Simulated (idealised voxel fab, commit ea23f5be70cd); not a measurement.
process module | voxel self aligned vias
cross-section cut | 255 nm wide | cells 5 nm
A cross-section is a grid of square cells, given in bands from the top down. A band is one or more rows of cells.
Each band's line starts with the height of the band's top and of its bottom, in nm. Then come its materials from left to right, each with its width in nm. One material with "throughout" fills the band from edge to edge. "air" is empty space.
Height 0 is the level under which the wafer as received is all one material. The lowest band goes on downwards, as in "0 down".
A width such as "30 to 40" changes by the same amount from each row of cells to the next, from the band's top row to its bottom row.
"no change" after a step means that no cell of the cross-section changed.
closed voids: empty space of 8 cells or more with no open way to the top, each as width x height at its distance from the left edge, in nm
after a step's settings: what the simulator itself notes on the step
overlay nm, on a step with a mask: how far to the right of its planned place the mask lay; to the left if negative
plan
1 op RECEIVE | material Si
2 op CONFORMAL_DEP | material SiO2 | thk nm 10
3 op CONFORMAL_DEP | material SiCN | thk nm 5
4 op DIRECTIONAL_DEP | material lowk | thk nm 20
5 op MASKED_ETCH | tone open | mask id LINES | width nm 20 | pitch nm 55 | etch materials lowk | depth nm 20 | overlay nm 0
6 op CONFORMAL_DEP | material TiN | thk nm 5
7 op FILL_DEP | material W | thk nm 5
8 op CMP | height nm 35
9 op SELECTIVE_ETCH | etch materials W Ru TiN | depth nm 5
10 op FILL_DEP | material SiN | thk nm 10
11 op CMP | height nm 35
12 op DIRECTIONAL_DEP | material lowk | thk nm 20
13 op PATTERN | tone open | mask id VIAS | material resist | width nm 40 | pitch nm 55 | thk nm 20 | overlay nm 0
14 op DIRECTIONAL_ETCH | etch materials lowk | depth nm 20
15 op DIRECTIONAL_ETCH | etch materials SiN | depth nm 5
16 op STRIP | etch materials resist
17 op CONFORMAL_DEP | material TiN | thk nm 5
18 op FILL_DEP | material Ru | thk nm 10
19 op CMP | height nm 55
20 op CONFORMAL_DEP | material SiCN | thk nm 5
first wafer, as planned
as received, after step 1
  0 down: Si throughout
  closed voids: none
after step 2
  10 to 0: SiO2 throughout
  below 0: unchanged
after step 3
  15 to 10: SiCN throughout
  below 10: unchanged
after step 4
  35 to 15: lowk throughout
  below 15: unchanged
after step 5
  35 to 15: lowk 60 | air 20 | lowk 35 | air 20 | lowk 35 | air 20 | lowk 65
  below 15: unchanged
after step 6
  40 to 35: TiN 65 | air 10 | TiN 45 | air 10 | TiN 45 | air 10 | TiN 70
  35 to 20: lowk 60 | TiN 5 | air 10 | TiN 5 | lowk 35 | TiN 5 | air 10 | TiN 5 | lowk 35 | TiN 5 | air 10 | TiN 5 | lowk 65
  20 to 15: lowk 60 | TiN 20 | lowk 35 | TiN 20 | lowk 35 | TiN 20 | lowk 65
  below 15: unchanged
after step 7
  45 to 40: W throughout
  40 to 35: TiN 65 | W 10 | TiN 45 | W 10 | TiN 45 | W 10 | TiN 70
  35 to 20: lowk 60 | TiN 5 | W 10 | TiN 5 | lowk 35 | TiN 5 | W 10 | TiN 5 | lowk 35 | TiN 5 | W 10 | TiN 5 | lowk 65
  below 20: unchanged
after step 8
  35 to 20: lowk 60 | TiN 5 | W 10 | TiN 5 | lowk 35 | TiN 5 | W 10 | TiN 5 | lowk 35 | TiN 5 | W 10 | TiN 5 | lowk 65
  below 20: unchanged
after step 9
  35 to 30: lowk 60 | air 20 | lowk 35 | air 20 | lowk 35 | air 20 | lowk 65
  below 30: unchanged
after step 10
  45 to 35: SiN throughout
  35 to 30: lowk 60 | SiN 20 | lowk 35 | SiN 20 | lowk 35 | SiN 20 | lowk 65
  below 30: unchanged
after step 11
  35 to 30: lowk 60 | SiN 20 | lowk 35 | SiN 20 | lowk 35 | SiN 20 | lowk 65
  below 30: unchanged
after step 12
  55 to 35: lowk throughout
  below 35: unchanged
after step 13
  75 to 55: resist 50 | air 40 | resist 15 | air 40 | resist 15 | air 40 | resist 55
  below 55: unchanged
after step 14
  75 to 55: resist 50 | air 40 | resist 15 | air 40 | resist 15 | air 40 | resist 55
  55 to 35: lowk 50 | air 40 | lowk 15 | air 40 | lowk 15 | air 40 | lowk 55
  below 35: unchanged
after step 15
  75 to 55: resist 50 | air 40 | resist 15 | air 40 | resist 15 | air 40 | resist 55
  55 to 35: lowk 50 | air 40 | lowk 15 | air 40 | lowk 15 | air 40 | lowk 55
  35 to 30: lowk 60 | air 20 | lowk 35 | air 20 | lowk 35 | air 20 | lowk 65
  below 30: unchanged
after step 16
  55 to 35: lowk 50 | air 40 | lowk 15 | air 40 | lowk 15 | air 40 | lowk 55
  below 35: unchanged
after step 17
  60 to 55: TiN 55 | air 30 | TiN 25 | air 30 | TiN 25 | air 30 | TiN 60
  55 to 40: lowk 50 | TiN 5 | air 30 | TiN 5 | lowk 15 | TiN 5 | air 30 | TiN 5 | lowk 15 | TiN 5 | air 30 | TiN 5 | lowk 55
  40 to 35: lowk 50 | TiN 15 | air 10 | TiN 15 | lowk 15 | TiN 15 | air 10 | TiN 15 | lowk 15 | TiN 15 | air 10 | TiN 15 | lowk 55
  35 to 30: lowk 60 | TiN 20 | lowk 35 | TiN 20 | lowk 35 | TiN 20 | lowk 65
  below 30: unchanged
after step 18
  70 to 60: Ru throughout
  60 to 55: TiN 55 | Ru 30 | TiN 25 | Ru 30 | TiN 25 | Ru 30 | TiN 60
  55 to 40: lowk 50 | TiN 5 | Ru 30 | TiN 5 | lowk 15 | TiN 5 | Ru 30 | TiN 5 | lowk 15 | TiN 5 | Ru 30 | TiN 5 | lowk 55
  40 to 35: lowk 50 | TiN 15 | Ru 10 | TiN 15 | lowk 15 | TiN 15 | Ru 10 | TiN 15 | lowk 15 | TiN 15 | Ru 10 | TiN 15 | lowk 55
  below 35: unchanged
after step 19
  55 to 40: lowk 50 | TiN 5 | Ru 30 | TiN 5 | lowk 15 | TiN 5 | Ru 30 | TiN 5 | lowk 15 | TiN 5 | Ru 30 | TiN 5 | lowk 55
  below 40: unchanged
after step 20
  60 to 55: SiCN throughout
  below 55: unchanged
second wafer: like start, like plan, one mistake. Through step 18 it matches the first wafer
when step 19 should have ended: no change
when step 20 should have ended
  75 to 70: SiCN throughout
  below 70: unchanged
what went wrong: step 19 was left out
at the end the second wafer has, in cells: 120 more of Ru | 33 more of TiN
